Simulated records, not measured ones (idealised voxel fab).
Proc. module: voxel capacitor over wiring
It is cross-section cut that appears here, measuring 295 nm in width, its square cells being 5 nm in size.
Cross-section layout: square cells on a grid; listed as bands, top to bottom; a band spans one or more cell rows. First you get the band's top height and its bottom height, in nm, and then the materials it's made of, left to right, with each width in nm. If you see a single material with "everywhere", that one covers the band edge to edge. "blank" is empty space. Counting heights begins at 0, where everything beneath is, in the wafer as received, one material. The lowest band has no bottom; it goes on downwards, as "0..down" shows. A two-number width, for instance "30->40", indicates that the width is equal to the first number in the top row of the band and to the second number in the bottom row, and that it changes by a constant amount per row of cells. A step reported as "nothing changed" is a step in which no cell of the cross-section changed. The label "Non-vented voids" introduces a list of the empty spaces, 8 cells or larger, that have no open way up to the top; each entry in it reads width x height at distance, where the distance is taken from the left edge and all three are stated in nm. Past the settings on a step's line: simulator remark, on that step. overlay nm: where the mask lay relative to plan, measured to the right, on steps with a mask; negatives go left.

-- Set out below are the planned steps of the process
| 1 | RECEIVE with material Si |
| 2 | CONFORMAL_DEP with material SiO2, thk nm 15 |
| 3 | CONFORMAL_DEP with material SiCN, thk nm 5 |
| 4 | DIRECTIONAL_DEP with material SiO2, thk nm 25 |
| 5 | PATTERN with tone open, mask id METAL_1, material resist, width nm 30, pitch nm 95, thk nm 20, overlay nm 0 |
| 6 | DIRECTIONAL_ETCH with etch materials SiO2, depth nm 25 |
| 7 | DIRECTIONAL_ETCH with etch materials SiCN, depth nm 5 |
| 8 | STRIP with etch materials resist |
| 9 | CONFORMAL_DEP with material TiN, thk nm 5 |
| 10 | FILL_DEP with material Cu, thk nm 10 |
| 11 | CMP with height nm 45 |
| 12 | CONFORMAL_DEP with material SiCN, thk nm 5 |
| 13 | DIRECTIONAL_DEP with material SiO2, thk nm 10 |
| 14 | MASKED_ETCH with tone open, mask id PLUG_1, width nm 15, etch materials SiO2, depth nm 10, overlay nm 0 |
| 15 | MASKED_ETCH with tone open, mask id PLUG_1, width nm 15, etch materials SiCN, depth nm 5, overlay nm 0 |
| 16 | EPI with material Ru, thk nm 10 |
| 17 | EPI with material Ru, thk nm 5 |
| 18 | DIRECTIONAL_DEP with material TiN, thk nm 5 |
| 19 | DIRECTIONAL_DEP with material SiN, thk nm 5 |
| 20 | DIRECTIONAL_DEP with material TiN, thk nm 5 |
| 21 | MASKED_ETCH with tone cover, mask id UPPER_PLATE, width nm 70, etch materials TiN, depth nm 5, overlay nm 0 |
| 22 | MASKED_ETCH with tone cover, mask id UPPER_PLATE, width nm 70, etch materials SiN, depth nm 5, overlay nm 0 |
| 23 | DIRECTIONAL_DEP with material aC, thk nm 15 |
| 24 | PATTERN with tone cover, mask id LOWER_PLATE, material resist, width nm 80, thk nm 35, overlay nm 0 |
| 25 | DIRECTIONAL_ETCH with etch materials aC, depth nm 15 |
| 26 | STRIP with etch materials resist |
| 27 | DIRECTIONAL_ETCH with etch materials TiN, depth nm 5 |
| 28 | STRIP with etch materials aC |
| 29 | FILL_DEP with material SiO2, thk nm 15 |
| 30 | CMP with height nm 85 |
| 31 | DIRECTIONAL_DEP with material aC, thk nm 10 |
| 32 | PATTERN with tone open, mask id PLUG_2, material resist, width nm 15, thk nm 25, overlay nm 0 |
| 33 | DIRECTIONAL_ETCH with etch materials aC, depth nm 10 |
| 34 | STRIP with etch materials resist |
| 35 | DIRECTIONAL_ETCH with etch materials SiO2, depth nm 10 |
| 36 | STRIP with etch materials aC |
| 37 | CONFORMAL_DEP with material TiN, thk nm 5 |
| 38 | FILL_DEP with material Ru, thk nm 5 |
| 39 | CMP with height nm 85 |
| 40 | CONFORMAL_DEP with material SiCN, thk nm 5 |

-- The cross-section here shows the wafer as received, i.e. in its state after step 1
* 0..down: Si everywhere
* Non-vented voids: none

-- The plan above was carried out on the starting structure above with one mistake, and this cross-section shows the wafer at the end of the module
* 90..85: SiCN everywhere
* 85..80: 110 of SiO2 | 5 of TiN | 5 of Ru | 5 of TiN | 170 of SiO2
* 80..75: 110 of SiO2 | 15 of TiN | 170 of SiO2
* 75..70: SiO2 everywhere
* 70..65: 100 of SiO2 | 70 of SiN | 125 of SiO2
* 65..60: 95 of TiN | 5 of SiO2 | 70 of TiN | 5 of SiO2 | 120 of TiN
* 60..50: 100 of SiO2 | 15 of Ru | 180 of SiO2
* 50..45: 100 of SiCN | 15 of Ru | 180 of SiCN
* 45..20: 85 of SiO2 | 5 of TiN | 20 of Cu | 5 of TiN | 65 of SiO2 | 5 of TiN | 20 of Cu | 5 of TiN | 85 of SiO2
* 20..15: 85 of SiCN | 30 of TiN | 65 of SiCN | 30 of TiN | 85 of SiCN
* 15..0: SiO2 everywhere
* 0..down: Si everywhere
* Non-vented voids: none
The plan and the run diverged here: not per plan at step 24, really ran PATTERN with tone open, mask id LOWER_PLATE, material resist, width nm 80, thk nm 35, overlay nm 0
